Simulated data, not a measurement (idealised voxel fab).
Documented hereafter: the process module known as voxel gate over fins.
The cross-section on display is named cut; it measures 210 nm wide, and its cells are 5 nm squares.
A cross-section is written here as square cells arranged in a grid, and it is given in bands from the top down, each band taking up one or more rows of cells. Per band: top height and bottom height in nm, followed by the left-to-right materials and their widths in nm; "everywhere" marks a single material spanning edge to edge, "air" marks empty space. Height 0 is the level under which the wafer as received is all one material. The lowest band goes on downwards, as in "0 nm and below". Width spec "30->40" -> top row of cells at first value, bottom row at second value, equal per-row change in between. "nothing altered" -> step changed no cross-section cell. Basically, "Sealed voids" tells you about the enclosed voids: empty spaces with no open way to the top, 8 cells or bigger, each written width x height at distance, where distance is from the left edge, all in nm. The remark found on a step's line after its settings is issued by the simulator itself and pertains to that step. The "overlay nm" setting may appear on a step's line; for a step that uses a mask, it gives how far to the right of its planned position the mask lay, and a negative value indicates the left.

-- The process steps that were planned are listed below
| 1 | RECEIVE | material Si |
| 2 | CONFORMAL_DEP | material SiN | thk nm 5 |
| 3 | DIRECTIONAL_DEP | material aC | thk nm 10 |
| 4 | PATTERN | tone cover | mask id FINS | material resist | width nm 15 | pitch nm 60 | thk nm 25 | overlay nm 0 |
| 5 | DIRECTIONAL_ETCH | etch materials aC | depth nm 10 |
| 6 | STRIP | etch materials resist |
| 7 | DIRECTIONAL_ETCH | etch materials SiN | depth nm 5 |
| 8 | DIRECTIONAL_ETCH | etch materials Si | depth nm 35 |
| 9 | STRIP | etch materials aC |
| 10 | FILL_DEP | material SiO2 | thk nm 5 |
| 11 | CMP | height nm 5 |
| 12 | DIRECTIONAL_DEP | material aC | thk nm 10 |
| 13 | PATTERN | tone open | mask id RAIL | material resist | width nm 15 | thk nm 25 | overlay nm 0 |
| 14 | DIRECTIONAL_ETCH | etch materials aC | depth nm 10 |
| 15 | STRIP | etch materials resist |
| 16 | DIRECTIONAL_ETCH | etch materials SiO2 | depth nm 35 |
| 17 | STRIP | etch materials aC |
| 18 | CONFORMAL_DEP | material TiN | thk nm 5 |
| 19 | FILL_DEP | material Ru | thk nm 5 |
| 20 | CMP | height nm 5 |
| 21 | SELECTIVE_ETCH | etch materials W Ru TiN | depth nm 20 |
| 22 | FILL_DEP | material SiO2 | thk nm 5 |
| 23 | CMP | height nm 5 |
| 24 | SELECTIVE_ETCH | etch materials SiO2 | depth nm 15 |
| 25 | STRIP | etch materials SiN |
| 26 | CONFORMAL_DEP | material HfO2 | thk nm 5 |
| 27 | CONFORMAL_DEP | material TiN | thk nm 5 |
| 28 | FILL_DEP | material W | thk nm 10 |
| 29 | CMP | height nm 15 |
| 30 | CONFORMAL_DEP | material SiN | thk nm 10 |

-- As-received wafer cross-section (after step 1)
- 0 nm and below = Si everywhere
- Sealed voids: none

-- Figure: cross-sectional view of the wafer upon completion of the module, processed from the initial state and according to the plan depicted above, with one error introduced during execution
- 25 nm to 15 nm = SiN everywhere
- 15 nm to 5 nm = W everywhere
- 5 nm to 0 nm = W 60, TiN 25, W 35, TiN 25, W 65
- 0 nm to -5 nm = W 60, TiN 5, Si 15, TiN 5, W 35, TiN 5, Si 15, TiN 5, W 65
- -5 nm to -10 nm = TiN 65, Si 15, TiN 45, Si 15, TiN 70
- -10 nm to -15 nm = SiO2 65, Si 15, SiO2 45, Si 15, SiO2 70
- -15 nm to -25 nm = SiO2 65, Si 15, SiO2 15, TiN 5, Ru 5, TiN 5, SiO2 15, Si 15, SiO2 70
- -25 nm to -30 nm = SiO2 65, Si 15, SiO2 15, TiN 15, SiO2 15, Si 15, SiO2 70
- -30 nm to -35 nm = SiO2 65, Si 15, SiO2 45, Si 15, SiO2 70
- -35 nm and below = Si everywhere
- Sealed voids: none
So what did we get wrong on this run? execution of step 26 of the plan did not take place, the step having been omitted
